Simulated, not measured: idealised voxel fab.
Process module, titled voxel spacer lines
Section cut is 165 nm wide and gridded with 5 nm square cells.
Cross-sections here: square-cell grids, written as top-down lists of bands, a band being one or more rows of cells. Heads up on the band format: heights come first, top then bottom, in nm. After that it's the materials left to right, each with its width in nm. A single material flagged "all across" fills the whole band edge to edge, and "empty" means there's empty space there. Heights are expressed relative to 0, this being the level below which the as-received wafer comprises one material exclusively. The lowest band is unbounded in the downward direction and is denoted as in "0 down". Graded width ("30 to 40"): value in top row of band = first number; value in bottom row = second number; row-to-row change constant. Given "no modification" for a step, no cell of the cross-section differs between before and after that step. Basically, "Enclosed void inventory" tells you about the enclosed voids: empty spaces with no open way to the top, 8 cells or bigger, each written width x height at distance, where distance is from the left edge, all in nm. Post-settings text on a step line: simulator's own remark regarding the step. The line of a step may include "overlay nm". On a step with a mask, this value is how far to the right of its planned place the mask lay. A negative value means the mask lay to the left.

Set out below are the planned steps of the process
| 1 | RECEIVE with material Si |
| 2 | CONFORMAL_DEP with material SiO2, thk nm 5 |
| 3 | DIRECTIONAL_DEP with material W, thk nm 20 |
| 4 | DIRECTIONAL_DEP with material polySi, thk nm 30 |
| 5 | PATTERN with tone cover, mask id MANDREL, material resist, width nm 20, pitch nm 60, thk nm 40, overlay nm 0 |
| 6 | DIRECTIONAL_ETCH with etch materials polySi, depth nm 30 |
| 7 | STRIP with etch materials resist |
| 8 | CONFORMAL_DEP with material SiN, thk nm 10 |
| 9 | DIRECTIONAL_ETCH with etch materials SiN, depth nm 10 |
| 10 | STRIP with etch materials polySi |
| 11 | DIRECTIONAL_ETCH with etch materials W, depth nm 20 |
| 12 | STRIP with etch materials SiN |

First of two wafers, processed according to plan

So this is the incoming wafer in cross-section - it's already been through step 1
  0 down  Si all across
  Enclosed void inventory: none

Step 2 complete: cross-section through the wafer
  5 to 0  SiO2 all across
  For the remainder of the cross-section, below 0, there is no change.

Step 3 complete: cross-section through the wafer
  25 to 5  W all across
  For the remainder of the cross-section, below 5, there is no change.

Step 4 complete: cross-section through the wafer
  55 to 25  polySi all across
  For the remainder of the cross-section, below 25, there is no change.

Step 5 complete: cross-section through the wafer
  95 to 55  40 of empty | 20 of resist | 40 of empty | 20 of resist | 45 of empty
  For the remainder of the cross-section, below 55, there is no change.

Step 6 complete: cross-section through the wafer
  95 to 55  40 of empty | 20 of resist | 40 of empty | 20 of resist | 45 of empty
  55 to 25  40 of empty | 20 of polySi | 40 of empty | 20 of polySi | 45 of empty
  For the remainder of the cross-section, below 25, there is no change.

Step 7 complete: cross-section through the wafer
  55 to 25  40 of empty | 20 of polySi | 40 of empty | 20 of polySi | 45 of empty
  For the remainder of the cross-section, below 25, there is no change.

Step 8 complete: cross-section through the wafer
  65 to 55  30 of empty | 40 of SiN | 20 of empty | 40 of SiN | 35 of empty
  55 to 35  30 of empty | 10 of SiN | 20 of polySi | 10 of SiN | 20 of empty | 10 of SiN | 20 of polySi | 10 of SiN | 35 of empty
  35 to 25  40 of SiN | 20 of polySi | 40 of SiN | 20 of polySi | 45 of SiN
  For the remainder of the cross-section, below 25, there is no change.

Step 9 complete: cross-section through the wafer
  55 to 25  30 of empty | 10 of SiN | 20 of polySi | 10 of SiN | 20 of empty | 10 of SiN | 20 of polySi | 10 of SiN | 35 of empty
  For the remainder of the cross-section, below 25, there is no change.

Step 10 complete: cross-section through the wafer
  55 to 25  30 of empty | 10 of SiN | 20 of empty | 10 of SiN | 20 of empty | 10 of SiN | 20 of empty | 10 of SiN | 35 of empty
  For the remainder of the cross-section, below 25, there is no change.

Step 11 complete: cross-section through the wafer
  55 to 25  30 of empty | 10 of SiN | 20 of empty | 10 of SiN | 20 of empty | 10 of SiN | 20 of empty | 10 of SiN | 35 of empty
  25 to 5  30 of empty | 10 of W | 20 of empty | 10 of W | 20 of empty | 10 of W | 20 of empty | 10 of W | 35 of empty
  For the remainder of the cross-section, below 5, there is no change.

Step 12 complete: cross-section through the wafer
  25 to 5  30 of empty | 10 of W | 20 of empty | 10 of W | 20 of empty | 10 of W | 20 of empty | 10 of W | 35 of empty
  For the remainder of the cross-section, below 5, there is no change.

Wafer two. Same start, same plan, one slip in execution. Same as wafer one through step 4, inclusive

Cross-sectional view of the second wafer at the intended end time of process step 5
  95 to 55  35 of empty | 30 of resist | 30 of empty | 30 of resist | 40 of empty
  For the remainder of the cross-section, below 55, there is no change.

Cross-sectional view of the second wafer at the intended end time of process step 6
  95 to 55  35 of empty | 30 of resist | 30 of empty | 30 of resist | 40 of empty
  55 to 25  35 of empty | 30 of polySi | 30 of empty | 30 of polySi | 40 of empty
  For the remainder of the cross-section, below 25, there is no change.

Cross-sectional view of the second wafer at the intended end time of process step 7
  55 to 25  35 of empty | 30 of polySi | 30 of empty | 30 of polySi | 40 of empty
  For the remainder of the cross-section, below 25, there is no change.

Cross-sectional view of the second wafer at the intended end time of process step 8
  65 to 55  25 of empty | 50 of SiN | 10 of empty | 50 of SiN | 30 of empty
  55 to 35  25 of empty | 10 of SiN | 30 of polySi | 10 of SiN | 10 of empty | 10 of SiN | 30 of polySi | 10 of SiN | 30 of empty
  35 to 25  35 of SiN | 30 of polySi | 30 of SiN | 30 of polySi | 40 of SiN
  For the remainder of the cross-section, below 25, there is no change.

Cross-sectional view of the second wafer at the intended end time of process step 9
  55 to 25  25 of empty | 10 of SiN | 30 of polySi | 10 of SiN | 10 of empty | 10 of SiN | 30 of polySi | 10 of SiN | 30 of empty
  For the remainder of the cross-section, below 25, there is no change.

Cross-sectional view of the second wafer at the intended end time of process step 10
  55 to 25  25 of empty | 10 of SiN | 30 of empty | 10 of SiN | 10 of empty | 10 of SiN | 30 of empty | 10 of SiN | 30 of empty
  For the remainder of the cross-section, below 25, there is no change.

Cross-sectional view of the second wafer at the intended end time of process step 11
  55 to 25  25 of empty | 10 of SiN | 30 of empty | 10 of SiN | 10 of empty | 10 of SiN | 30 of empty | 10 of SiN | 30 of empty
  25 to 5  25 of empty | 10 of W | 30 of empty | 10 of W | 10 of empty | 10 of W | 30 of empty | 10 of W | 30 of empty
  For the remainder of the cross-section, below 5, there is no change.

Cross-sectional view of the second wafer at the intended end time of process step 12
  25 to 5  25 of empty | 10 of W | 30 of empty | 10 of W | 10 of empty | 10 of W | 30 of empty | 10 of W | 30 of empty
  For the remainder of the cross-section, below 5, there is no change.
What was done differently from what was planned? planned and actual differ for step 5; actual: PATTERN with tone cover, mask id MANDREL, material resist, width nm 30, pitch nm 60, thk nm 40, overlay nm 0
At the close, every material occupies the same number of cells on the second wafer as on the first, only in different positions.
